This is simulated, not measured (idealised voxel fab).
Process module under the name voxel lift off
cross-section cut | 215 nm wide | cells 5 nm
Bands, listed from the top down, are how a cross-section gets written in this document; the cross-section itself is a grid of square cells, and a band is one or more rows of them. In this notation a band is specified by the heights of its top and bottom, in that order and in nm, after which its materials appear from left to right, each paired with its width in nm. The word "throughout" attached to a single material means that material fills the band from edge to edge; the word "air" stands for empty space. Measure heights from 0. That's the level where, below it, the as-received wafer is all one material. The lowest band is bottomless and extends downward; write it as in "0..down". Quick explanation for "30 to 40": the width changes in equal steps down the rows of cells, from the first number in the band's top row to the second number in its bottom row. The cross-section has no changed cell in any step marked "remained unchanged". Closed empty spaces (no open way to the top) of 8 cells or more are what "Voids, sealed" lists, each as width x height at distance from the left edge, nm for all three. Text after the settings on a step's line: the simulator's own remark on that step. "overlay nm" denotes, for a step that has a mask, the displacement of the mask to the right of its planned place, with negative values corresponding to the left.
## Set out below are the planned steps of the process
step 1: RECEIVE: material Si
step 2: CONFORMAL_DEP: material SiN, thk nm 5
step 3: PATTERN: tone open, mask id LINES, material resist, width nm 20, pitch nm 45, thk nm 20, overlay nm 0
step 4: DIRECTIONAL_DEP: material Ru, thk nm 5
step 5: STRIP: etch materials resist
step 6: CONFORMAL_DEP: material SiCN, thk nm 5
## Concerning the first of two wafers, which was run in accordance with the plan
## Cross-section of the wafer upon arrival, representing the state reached after step 1
0..down | Si throughout
Voids, sealed: none
## Wafer section view after processing step 2
5..0 | SiN throughout
Nothing below the height 0 has changed.
## Wafer section view after processing step 3
25..5 | resist 50 nm  air 20 nm  resist 25 nm  air 20 nm  resist 25 nm  air 20 nm  resist 55 nm
Nothing below the height 5 has changed.
## Wafer section view after processing step 4
30..25 | Ru 50 nm  air 20 nm  Ru 25 nm  air 20 nm  Ru 25 nm  air 20 nm  Ru 55 nm
25..10 | resist 50 nm  air 20 nm  resist 25 nm  air 20 nm  resist 25 nm  air 20 nm  resist 55 nm
10..5 | resist 50 nm  Ru 20 nm  resist 25 nm  Ru 20 nm  resist 25 nm  Ru 20 nm  resist 55 nm
Nothing below the height 5 has changed.
## Wafer section view after processing step 5
10..5 | air 50 nm  Ru 20 nm  air 25 nm  Ru 20 nm  air 25 nm  Ru 20 nm  air 55 nm
Nothing below the height 5 has changed.
## Wafer section view after processing step 6
15..10 | air 45 nm  SiCN 30 nm  air 15 nm  SiCN 30 nm  air 15 nm  SiCN 30 nm  air 50 nm
10..5 | SiCN 50 nm  Ru 20 nm  SiCN 25 nm  Ru 20 nm  SiCN 25 nm  Ru 20 nm  SiCN 55 nm
Nothing below the height 5 has changed.
## Second wafer - shared start and plan with the first - one error in running - same as the first up to step 2 inclusive
## Second wafer shown in cross-section at the time step 3 was slated to end
25..5 | resist 40 nm  air 20 nm  resist 25 nm  air 20 nm  resist 25 nm  air 20 nm  resist 65 nm
Nothing below the height 5 has changed.
## Second wafer shown in cross-section at the time step 4 was slated to end
30..25 | Ru 40 nm  air 20 nm  Ru 25 nm  air 20 nm  Ru 25 nm  air 20 nm  Ru 65 nm
25..10 | resist 40 nm  air 20 nm  resist 25 nm  air 20 nm  resist 25 nm  air 20 nm  resist 65 nm
10..5 | resist 40 nm  Ru 20 nm  resist 25 nm  Ru 20 nm  resist 25 nm  Ru 20 nm  resist 65 nm
Nothing below the height 5 has changed.
## Second wafer shown in cross-section at the time step 5 was slated to end
10..5 | air 40 nm  Ru 20 nm  air 25 nm  Ru 20 nm  air 25 nm  Ru 20 nm  air 65 nm
Nothing below the height 5 has changed.
## Second wafer shown in cross-section at the time step 6 was slated to end
15..10 | air 35 nm  SiCN 30 nm  air 15 nm  SiCN 30 nm  air 15 nm  SiCN 30 nm  air 60 nm
10..5 | SiCN 40 nm  Ru 20 nm  SiCN 25 nm  Ru 20 nm  SiCN 25 nm  Ru 20 nm  SiCN 65 nm
Nothing below the height 5 has changed.
Run error: rather than as planned, step 3 actually ran as PATTERN: tone open, mask id LINES, material resist, width nm 20, pitch nm 45, thk nm 20, overlay nm -10
If you tally the cells, the second wafer ends up with the same amount of every material as the first; it's all just sitting in different places.
